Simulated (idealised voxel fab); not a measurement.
Process module name: voxel spacer lines
Cross-section cut spans 210 nm and uses square cells 5 nm in size.
In this document a cross-section is written as a grid of square cells. It is given as a series of bands, listed from the top down, and a band is one or more rows of cells.
In this notation a band is specified by the heights of its top and bottom, in that order and in nm, after which its materials appear from left to right, each paired with its width in nm. The word "full width" attached to a single material means that material fills the band from edge to edge; the word "air" stands for empty space.
Heads up on the height convention: 0 is the point under which the incoming wafer is all one material, and the lowest band has no bottom, it just keeps going down, like "z 0 and below".
The two numbers in a width such as "30 to 40" mark its ends across the band: the first belongs to the top row of cells, the second to the bottom row, and from each row to the next the width moves by the same amount.
You'll sometimes find "all unchanged" written for a step, and that's the way of saying that nowhere in the cross-section did a cell change during that step.
The list in "Enclosed internal cavities" covers empty spaces of 8 cells or more that cannot reach the top through any open way, and it gives each as width x height at distance; the distance is from the left edge, and width, height and distance are in nm.
Heads up: the bit after the settings on a step's line is the simulator's remark on that step.
If you see "overlay nm" on a step's line and that step has a mask, it's telling you how far right of where it was planned the mask ended up; a negative number means it went left instead.
Planned process steps
1. RECEIVE [material Si]
2. CONFORMAL_DEP [material Al2O3] [thk nm 5]
3. DIRECTIONAL_DEP [material polySi] [thk nm 15]
4. DIRECTIONAL_DEP [material aC] [thk nm 20]
5. PATTERN [tone cover] [mask id MANDREL] [material resist] [width nm 15] [pitch nm 60] [thk nm 25] [overlay nm 0]
6. DIRECTIONAL_ETCH [etch materials aC] [depth nm 20]
7. STRIP [etch materials resist]
8. CONFORMAL_DEP [material SiO2] [thk nm 15]
9. DIRECTIONAL_ETCH [etch materials SiO2] [depth nm 15]
10. STRIP [etch materials aC]
11. DIRECTIONAL_ETCH [etch materials polySi] [depth nm 15]
12. STRIP [etch materials SiO2]
13. FILL_DEP [material SiO2] [thk nm 10]
14. CMP [height nm 20]
varied across the wafers: width nm of step 5. The plan shows the first wafer's value. All wafers start alike
Cross-section: the first of several wafers in its as-received state, i.e. following step 1
    z 0 and below  Si full width
    Enclosed internal cavities: none
Table: wafers, a row each; end-of-module cell change per material since receipt, gain (+), loss (-); then closed voids
width nm 15, +42 Al2O3, +90 SiO2, +36 polySi, Enclosed internal cavities: none
width nm 20, +42 Al2O3, +90 SiO2, +36 polySi, Enclosed internal cavities: none
width nm 25, +42 Al2O3, +90 SiO2, +36 polySi, Enclosed internal cavities: none
width nm 30, +42 Al2O3, +90 SiO2, +36 polySi, Enclosed internal cavities: none
